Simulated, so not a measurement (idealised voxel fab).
The process module presented herein is designated voxel wiring stack.
We display cut, a cross-section 195 nm in width whose square cells are each 5 nm.
Think of the cross-section as a grid of square cells. We describe it in bands, top to bottom, and each band covers one or more rows of those cells.
Top height, bottom height, nm. Materials left to right, width each, nm. Single material + "edge to edge" = fills band edge to edge. "blank" = empty.
All heights in this document are referenced to 0, defined as the level beneath which the wafer, as received, consists entirely of one material. The lowest band is not bounded below; it extends indefinitely downward and is written in the form "0 and below".
It should be noted that a width expressed as "30->40" varies in equal increments from row to row of cells within the band, taking the value of the first number at the top row and that of the second number at the bottom row.
Take "no alterations made" at face value: in the step it is given for, the cross-section changed in none of its cells.
Basically, "Sealed-off cavities" tells you about the enclosed voids: empty spaces with no open way to the top, 8 cells or bigger, each written width x height at distance, where distance is from the left edge, all in nm.
Where a step's line continues beyond its settings, the continuation is a remark by the simulator itself on that step.
overlay nm: on a step with a mask, how far right of its planned place the mask lay; negative means left.

-- These are the steps we planned for the process
1,RECEIVE: material Si
2,CONFORMAL_DEP: material SiO2, thk nm 15
3,CONFORMAL_DEP: material SiCN, thk nm 5
4,DIRECTIONAL_DEP: material SiO2, thk nm 20
5,MASKED_ETCH: tone open, mask id METAL_1, width nm 30, pitch nm 45, etch materials SiO2, depth nm 20, overlay nm 0
6,MASKED_ETCH: tone open, mask id METAL_1, width nm 30, pitch nm 45, etch materials SiCN, depth nm 5, overlay nm 0
7,CONFORMAL_DEP: material TiN, thk nm 5
8,FILL_DEP: material W, thk nm 10
9,CMP: height nm 40
10,CONFORMAL_DEP: material SiCN, thk nm 5
11,DIRECTIONAL_DEP: material SiO2, thk nm 15
12,MASKED_ETCH: tone open, mask id PLUG_1, width nm 15, pitch nm 45, etch materials SiO2, depth nm 15, overlay nm 0
13,MASKED_ETCH: tone open, mask id PLUG_1, width nm 15, pitch nm 45, etch materials SiCN, depth nm 5, overlay nm 0
14,CONFORMAL_DEP: material TiN, thk nm 5
15,FILL_DEP: material Cu, thk nm 10
16,CMP: height nm 60
17,CONFORMAL_DEP: material SiCN, thk nm 5
18,DIRECTIONAL_DEP: material lowk, thk nm 25
19,DIRECTIONAL_DEP: material aC, thk nm 10
20,PATTERN: tone open, mask id METAL_2, material resist, width nm 30, pitch nm 45, thk nm 30, overlay nm 0
21,DIRECTIONAL_ETCH: etch materials aC, depth nm 10
22,STRIP: etch materials resist
23,DIRECTIONAL_ETCH: etch materials lowk, depth nm 25
24,DIRECTIONAL_ETCH: etch materials SiCN, depth nm 5
25,STRIP: etch materials aC
26,CONFORMAL_DEP: material TiN, thk nm 5
27,FILL_DEP: material Ru, thk nm 10
28,CMP: height nm 90
29,CONFORMAL_DEP: material SiCN, thk nm 5

-- The cross-section here shows the wafer as received, i.e. in its state after step 1
* 0 and below  Si edge to edge
* Sealed-off cavities: none

-- The following cross-section depicts the wafer upon conclusion of the module. Processing commenced from the starting condition illustrated above and adhered to the plan illustrated above, save for one mistake in execution
* 95 down to 90  SiCN edge to edge
* 90 down to 65  lowk 60 nm | TiN 5 nm | Ru 20 nm | TiN 5 nm | lowk 15 nm | TiN 5 nm | Ru 20 nm | TiN 5 nm | lowk 60 nm
* 65 down to 55  SiCN 60 nm | TiN 30->15 nm | SiCN 15->30 nm | TiN 30->15 nm | SiCN 60->75 nm
* 55 down to 45  W edge to edge
* 45 down to 40  TiN 65 nm | W 20 nm | TiN 25 nm | W 20 nm | TiN 65 nm
* 40 down to 20  SiO2 60 nm | TiN 5 nm | W 20 nm | TiN 5 nm | SiO2 15 nm | TiN 5 nm | W 20 nm | TiN 5 nm | SiO2 60 nm
* 20 down to 15  SiCN 60 nm | TiN 30 nm | SiCN 15 nm | TiN 30 nm | SiCN 60 nm
* 15 down to 0  SiO2 edge to edge
* 0 and below  Si edge to edge
* Sealed-off cavities: none
What broke from the plan during processing? plan step 9 was not performed, having been skipped
